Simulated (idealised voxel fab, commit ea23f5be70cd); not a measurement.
Title: Process Module voxel self aligned contacts
The cross-section on display is named cut; it measures 300 nm wide, and its cells are 5 nm squares.
Each cross-section below is a grid of square cells, stated as bands in top-down order, with one or more rows of cells making up each band.
Within each band entry, the heights of the top and of the bottom of the band appear first, in that order and in nm; the materials of the band then follow from left to right, each with its corresponding width in nm. The designation "full width" on a single material indicates that it fills the band from edge to edge; the designation "empty" indicates empty space.
Heights are expressed relative to 0, this being the level below which the as-received wafer comprises one material exclusively. The lowest band is unbounded in the downward direction and is denoted as in "0..down".
Width: "30 to 40" (first number = top row, second number = bottom row, same change from row to row of cells).
What does "nothing changed" mean for a step? It means no cell of the cross-section changed in that step.
Look at "Voids, enclosed" for the closed voids: empty spaces with no open path to the top, sized 8 cells or up. Each is width x height at distance, distance from the left edge, all nm.
That trailing text on a step's line, after the settings, is the simulator's own remark on the step.
When a step includes a mask, the "overlay nm" setting on its line states how far to the right of its planned place that mask lay, and negative values state how far to the left.

Listed below are the process steps as planned
- 1: RECEIVE, material Si
- 2: CONFORMAL_DEP, material SiO2, thk nm 5
- 3: DIRECTIONAL_DEP, material polySi, thk nm 20
- 4: DIRECTIONAL_DEP, material SiN, thk nm 20
- 5: MASKED_ETCH, tone cover, mask id GATE, width nm 35, pitch nm 60, etch materials SiN, depth nm 20, overlay nm 0
- 6: MASKED_ETCH, tone cover, mask id GATE, width nm 35, pitch nm 60, etch materials polySi, depth nm 20, overlay nm 0
- 7: CONFORMAL_DEP, material SiN, thk nm 5
- 8: DIRECTIONAL_ETCH, etch materials SiN, depth nm 5
- 9: FILL_DEP, material SiO2, thk nm 15
- 10: CMP, height nm 50
- 11: PATTERN, tone open, mask id CONTACT, material resist, width nm 45, thk nm 15, overlay nm 0
- 12: DIRECTIONAL_ETCH, etch materials SiO2, depth nm 50
- 13: STRIP, etch materials resist
- 14: CONFORMAL_DEP, material TiN, thk nm 5
- 15: FILL_DEP, material W, thk nm 10
- 16: CMP, height nm 50
- 17: CONFORMAL_DEP, material SiN, thk nm 5

Cross-section, incoming material, after step 1
    0..down = Si full width
    Voids, enclosed: none

first wafer at the end, as planned
    55..50 = SiN full width
    50..45 = SiO2 125; TiN 20; W 5; TiN 20; SiO2 130
    45..25 = SiO2 95; SiN 45; TiN 5; W 5; TiN 5; SiN 45; SiO2 100
    25..5 = SiO2 95; SiN 5; polySi 35; SiN 5; TiN 5; W 5; TiN 5; SiN 5; polySi 35; SiN 5; SiO2 100
    5..0 = SiO2 140; TiN 15; SiO2 145
    0..down = Si full width
    Voids, enclosed: none

Cross-sectional image of the second wafer of the two following completion of the module. Starting state and process plan were the same as for the first wafer; one execution error occurred
    55..50 = SiN full width
    50..45 = SiO2 125; TiN 20; W 5; TiN 25; SiO2 125
    45..25 = SiO2 95; SiN 45; TiN 5; W 5; TiN 5; SiN 45; SiO2 100
    25..5 = SiO2 95; SiN 5; polySi 35; SiN 5; TiN 5; W 5; TiN 5; SiN 5; polySi 35; SiN 5; SiO2 100
    5..0 = SiO2 140; TiN 15; SiO2 145
    0..down = Si full width
    Voids, enclosed: none
Which mistake was made when the wafer was run? step 11 ran differently from the plan; actual operation with settings: PATTERN, tone open, mask id CONTACT, material resist, width nm 50, thk nm 15, overlay nm 0
Final wafer comparison in cells, second versus first, more or fewer per material: SiO2 -1, TiN +1
